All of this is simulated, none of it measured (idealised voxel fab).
Process module, titled voxel local oxidation
In the cross-section labelled cut, the width is 255 nm and each square cell is 5 nm.
When this document writes out a cross-section, it uses a grid of square cells and lists it as bands, beginning at the top and moving down, with a band standing for one or more rows of cells. The band entry comprises the height of the band's top followed by the height of its bottom, expressed in nm, and subsequently the band's materials from left to right, each stated together with its width in nm. Where a single material is marked with the word "edge to edge", that material fills the band from edge to edge. The word "empty" represents empty space. All heights in this document are referenced to 0, defined as the level beneath which the wafer, as received, consists entirely of one material. The lowest band is not bounded below; it extends indefinitely downward and is written in the form "0..down". Width "30 to 40": first value at the band's top row of cells, second value at its bottom row, equal change from row to row. Step marked "nothing was modified"? Then no cell in the cross-section changed in it. "Fully sealed voids" enumerates empty spaces isolated from the top, with no open way to it, that contain at least 8 cells, giving each as width x height at distance from the left edge, all three in nm. Post-settings text on a step line: simulator's own remark regarding the step. overlay nm: where the mask lay relative to plan, measured to the right, on steps with a mask; negatives go left.
**Planned process steps**
| 1 | RECEIVE [material Si] |
| 2 | CONFORMAL_DEP [material SiO2] [thk nm 5] |
| 3 | CONFORMAL_DEP [material SiN] [thk nm 15] |
| 4 | PATTERN [tone cover] [mask id ACTIVE] [material resist] [width nm 105] [thk nm 15] [overlay nm 0] |
| 5 | DIRECTIONAL_ETCH [etch materials SiN] [depth nm 15] |
| 6 | STRIP [etch materials resist] |
| 7 | SELECTIVE_ETCH [etch materials SiO2] [depth nm 5] |
| 8 | OXIDIZE [depth nm 10] |
| 9 | STRIP [etch materials SiN] |
**Here's what the wafer looked like in cross-section when it arrived - that's after step 1**
* 0..down | Si edge to edge
* Fully sealed voids: none
**This is how the wafer looks in cross-section once the module is done, given the starting state and plan above and one mistake in carrying the plan out**
* 5..0 | 75 nm empty; 105 nm SiO2; 75 nm empty
* 0..-10 | 85 nm SiO2; 85 nm Si; 85 nm SiO2
* -10..down | Si edge to edge
* Fully sealed voids: none
Nonconformance to the process plan: planned and actual differ for step 4; actual: PATTERN [tone cover] [mask id ACTIVE] [material resist] [width nm 115] [thk nm 15] [overlay nm 0]
